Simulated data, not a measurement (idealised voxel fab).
voxel trench capacitor: a process module
FYI the section here is cut, 290 nm wide, cells are 5 nm squares.
When this document writes out a cross-section, it uses a grid of square cells and lists it as bands, beginning at the top and moving down, with a band standing for one or more rows of cells. First you get the band's top height and its bottom height, in nm, and then the materials it's made of, left to right, with each width in nm. If you see a single material with "everywhere", that one covers the band edge to edge. "blank" is empty space. Ref level 0: as-received wafer is one material below here. Bottom band extends down with no lower bound ("0 nm and below"). The expression "30->40" gives the width at the extremes of the band, the first number at its top row of cells and the second at its bottom row, with the width changing by equal amounts from each row to the next in between. You'll sometimes find "same as before" written for a step, and that's the way of saying that nowhere in the cross-section did a cell change during that step. "Closed voids list" lists enclosed empty spaces (at least 8 cells, no open path upward to the top), each as width x height at distance from the left edge, in nm. On a step's line, text after the settings is the simulator commenting on that step. You can add "overlay nm" to a step's line. For a step with a mask, it describes how far the mask lay to the right of its planned position, and a negative number describes a lay to the left.
-- The process steps that were planned are listed below
1. RECEIVE,material Si
2. CONFORMAL_DEP,material SiN,thk nm 5
3. DIRECTIONAL_DEP,material aC,thk nm 10
4. PATTERN,tone open,mask id TRENCH,material resist,width nm 25,pitch nm 50,thk nm 25,overlay nm 0
5. DIRECTIONAL_ETCH,etch materials aC,depth nm 10
6. STRIP,etch materials resist
7. DIRECTIONAL_ETCH,etch materials SiN,depth nm 5
8. DIRECTIONAL_ETCH,etch materials Si,depth nm 30
9. STRIP,etch materials aC
10. CONFORMAL_DEP,material SiO2,thk nm 5
11. FILL_DEP,material polySi,thk nm 10
12. CMP,height nm 5
-- Cross-section, incoming material, after step 1
0 nm and below | Si everywhere
Closed voids list: none
-- End state of the module in cross-section, given the above starting point and plan and one mistake in execution
5 nm to 0 nm | SiN: 45; SiO2: 5; polySi: 15; SiO2: 5; SiN: 25; SiO2: 5; polySi: 15; SiO2: 5; SiN: 25; SiO2: 5; polySi: 15; SiO2: 5; SiN: 25; SiO2: 5; polySi: 15; SiO2: 5; SiN: 70
0 nm to -25 nm | Si: 45; SiO2: 5; polySi: 15; SiO2: 5; Si: 25; SiO2: 5; polySi: 15; SiO2: 5; Si: 25; SiO2: 5; polySi: 15; SiO2: 5; Si: 25; SiO2: 5; polySi: 15; SiO2: 5; Si: 70
-25 nm to -30 nm | Si: 45; SiO2: 25; Si: 25; SiO2: 25; Si: 25; SiO2: 25; Si: 25; SiO2: 25; Si: 70
-30 nm and below | Si everywhere
Closed voids list: none
Finding, execution versus plan: for step 4, the planned setting was not used; the step was instead run as PATTERN,tone open,mask id TRENCH,material resist,width nm 25,pitch nm 50,thk nm 25,overlay nm -10
